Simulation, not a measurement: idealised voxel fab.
process module | voxel spacer lines
cross-section cut | 210 nm wide | cells 5 nm
A cross-section is a grid of square cells, given in bands from the top down. A band is one or more rows of cells.
Each band's line starts with the height of the band's top and of its bottom, in nm. Then come its materials from left to right, each with its width in nm. One material with "throughout" fills the band from edge to edge. "air" is empty space.
Height 0 is the level under which the wafer as received is all one material. The lowest band goes on downwards, as in "0 down".
A width such as "30 to 40" changes by the same amount from each row of cells to the next, from the band's top row to its bottom row.
"no change" after a step means that no cell of the cross-section changed.
closed voids: empty space of 8 cells or more with no open way to the top, each as width x height at its distance from the left edge, in nm
after a step's settings: what the simulator itself notes on the step
overlay nm, on a step with a mask: how far to the right of its planned place the mask lay; to the left if negative
plan
1 op RECEIVE | material Si
2 op CONFORMAL_DEP | material Al2O3 | thk nm 10
3 op DIRECTIONAL_DEP | material W | thk nm 10
4 op DIRECTIONAL_DEP | material aC | thk nm 20
5 op PATTERN | tone cover | mask id MANDREL | material resist | width nm 15 | pitch nm 50 | thk nm 25 | overlay nm 0
6 op DIRECTIONAL_ETCH | etch materials aC | depth nm 20
7 op STRIP | etch materials resist
8 op CONFORMAL_DEP | material SiO2 | thk nm 10
9 op DIRECTIONAL_ETCH | etch materials SiO2 | depth nm 10
10 op STRIP | etch materials aC
11 op DIRECTIONAL_ETCH | etch materials W | depth nm 10
12 op STRIP | etch materials SiO2
first wafer, as planned
as received, after step 1
  0 down: Si throughout
  closed voids: none
after step 2
  10 to 0: Al2O3 throughout
  below 0: unchanged
after step 3
  20 to 10: W throughout
  below 10: unchanged
after step 4
  40 to 20: aC throughout
  below 20: unchanged
after step 5
  65 to 40: air 70 | resist 15 | air 35 | resist 15 | air 75
  below 40: unchanged
after step 6
  45 to 40: air 70 | resist 15 | air 35 | resist 15 | air 75
  40 to 20: air 70 | aC 15 | air 35 | aC 15 | air 75
  below 20: unchanged
after step 7
  40 to 20: air 70 | aC 15 | air 35 | aC 15 | air 75
  below 20: unchanged
after step 8
  50 to 40: air 60 | SiO2 35 | air 15 | SiO2 35 | air 65
  40 to 30: air 60 | SiO2 10 | aC 15 | SiO2 10 | air 15 | SiO2 10 | aC 15 | SiO2 10 | air 65
  30 to 20: SiO2 70 | aC 15 | SiO2 35 | aC 15 | SiO2 75
  below 20: unchanged
after step 9
  40 to 20: air 60 | SiO2 10 | aC 15 | SiO2 10 | air 15 | SiO2 10 | aC 15 | SiO2 10 | air 65
  below 20: unchanged
after step 10
  40 to 20: air 60 | SiO2 10 | air 15 | SiO2 10 | air 15 | SiO2 10 | air 15 | SiO2 10 | air 65
  below 20: unchanged
after step 11
  40 to 20: air 60 | SiO2 10 | air 15 | SiO2 10 | air 15 | SiO2 10 | air 15 | SiO2 10 | air 65
  20 to 10: air 60 | W 10 | air 15 | W 10 | air 15 | W 10 | air 15 | W 10 | air 65
  below 10: unchanged
after step 12
  20 to 10: air 60 | W 10 | air 15 | W 10 | air 15 | W 10 | air 15 | W 10 | air 65
  below 10: unchanged
second wafer: like start, like plan, one mistake. Through step 1 it matches the first wafer
when step 2 should have ended
  10 to 0: W throughout
  below 0: unchanged
when step 3 should have ended
  20 to 10: Al2O3 throughout
  below 10: unchanged
when step 4 should have ended
  40 to 20: aC throughout
  below 20: unchanged
when step 5 should have ended
  65 to 40: air 70 | resist 15 | air 35 | resist 15 | air 75
  below 40: unchanged
when step 6 should have ended
  45 to 40: air 70 | resist 15 | air 35 | resist 15 | air 75
  40 to 20: air 70 | aC 15 | air 35 | aC 15 | air 75
  below 20: unchanged
when step 7 should have ended
  40 to 20: air 70 | aC 15 | air 35 | aC 15 | air 75
  below 20: unchanged
when step 8 should have ended
  50 to 40: air 60 | SiO2 35 | air 15 | SiO2 35 | air 65
  40 to 30: air 60 | SiO2 10 | aC 15 | SiO2 10 | air 15 | SiO2 10 | aC 15 | SiO2 10 | air 65
  30 to 20: SiO2 70 | aC 15 | SiO2 35 | aC 15 | SiO2 75
  below 20: unchanged
when step 9 should have ended
  40 to 20: air 60 | SiO2 10 | aC 15 | SiO2 10 | air 15 | SiO2 10 | aC 15 | SiO2 10 | air 65
  below 20: unchanged
when step 10 should have ended
  40 to 20: air 60 | SiO2 10 | air 15 | SiO2 10 | air 15 | SiO2 10 | air 15 | SiO2 10 | air 65
  below 20: unchanged
when step 11 should have ended: no change
when step 12 should have ended
  20 to 10: Al2O3 throughout
  below 10: unchanged
what went wrong: steps 2 and 3 were swapped
at the end the second wafer has, in cells: 68 more of W
